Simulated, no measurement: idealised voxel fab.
process module | voxel local oxidation
cross-section cut | 230 nm wide | cells 5 nm
A cross-section is a grid of square cells, given in bands from the top down. A band is one or more rows of cells.
Each band's line starts with the height of the band's top and of its bottom, in nm. Then come its materials from left to right, each with its width in nm. One material with "throughout" fills the band from edge to edge. "air" is empty space.
Height 0 is the level under which the wafer as received is all one material. The lowest band goes on downwards, as in "0 down".
A width such as "30 to 40" changes by the same amount from each row of cells to the next, from the band's top row to its bottom row.
"no change" after a step means that no cell of the cross-section changed.
closed voids: empty space of 8 cells or more with no open way to the top, each as width x height at its distance from the left edge, in nm
after a step's settings: what the simulator itself notes on the step
overlay nm, on a step with a mask: how far to the right of its planned place the mask lay; to the left if negative
plan
1 op RECEIVE | material Si
2 op CONFORMAL_DEP | material SiO2 | thk nm 5
3 op CONFORMAL_DEP | material SiN | thk nm 15
4 op DIRECTIONAL_DEP | material aC | thk nm 15
5 op PATTERN | tone cover | mask id ACTIVE | material resist | width nm 120 | thk nm 30 | overlay nm 0
6 op DIRECTIONAL_ETCH | etch materials aC | depth nm 15
7 op STRIP | etch materials resist
8 op DIRECTIONAL_ETCH | etch materials SiN | depth nm 15
9 op STRIP | etch materials aC
10 op SELECTIVE_ETCH | etch materials SiO2 | depth nm 5
11 op OXIDIZE | depth nm 15
12 op STRIP | etch materials SiN
first wafer, as planned
as received, after step 1
  0 down: Si throughout
  closed voids: none
after step 2
  5 to 0: SiO2 throughout
  below 0: unchanged
after step 3
  20 to 5: SiN throughout
  below 5: unchanged
after step 4
  35 to 20: aC throughout
  below 20: unchanged
after step 5
  65 to 35: air 55 | resist 120 | air 55
  below 35: unchanged
after step 6
  50 to 35: air 55 | resist 120 | air 55
  35 to 20: air 55 | aC 120 | air 55
  below 20: unchanged
after step 7
  35 to 20: air 55 | aC 120 | air 55
  below 20: unchanged
after step 8
  35 to 20: air 55 | aC 120 | air 55
  20 to 5: air 55 | SiN 120 | air 55
  below 5: unchanged
after step 9
  20 to 5: air 55 | SiN 120 | air 55
  below 5: unchanged
after step 10
  20 to 5: air 55 | SiN 120 | air 55
  5 to 0: air 60 | SiO2 110 | air 60
  below 0: unchanged
after step 11
  20 to 5: air 55 | SiN 120 | air 55
  5 to 0: air 60 | SiO2 110 | air 60
  0 to -15: SiO2 75 | Si 80 | SiO2 75
  below -15: unchanged
after step 12
  5 to 0: air 60 | SiO2 110 | air 60
  below 0: unchanged
second wafer: like start, like plan, one mistake. Through step 4 it matches the first wafer
when step 5 should have ended
  65 to 35: air 60 | resist 120 | air 50
  below 35: unchanged
when step 6 should have ended
  50 to 35: air 60 | resist 120 | air 50
  35 to 20: air 60 | aC 120 | air 50
  below 20: unchanged
when step 7 should have ended
  35 to 20: air 60 | aC 120 | air 50
  below 20: unchanged
when step 8 should have ended
  35 to 20: air 60 | aC 120 | air 50
  20 to 5: air 60 | SiN 120 | air 50
  below 5: unchanged
when step 9 should have ended
  20 to 5: air 60 | SiN 120 | air 50
  below 5: unchanged
when step 10 should have ended
  20 to 5: air 60 | SiN 120 | air 50
  5 to 0: air 65 | SiO2 110 | air 55
  below 0: unchanged
when step 11 should have ended
  20 to 5: air 60 | SiN 120 | air 50
  5 to 0: air 65 | SiO2 110 | air 55
  0 to -15: SiO2 80 | Si 80 | SiO2 70
  below -15: unchanged
when step 12 should have ended
  5 to 0: air 65 | SiO2 110 | air 55
  below 0: unchanged
what went wrong: step 5 ran as: op PATTERN | tone cover | mask id ACTIVE | material resist | width nm 120 | thk nm 30 | overlay nm 5
at the end the second wafer has, in cells: as many of each material as the first, in other places
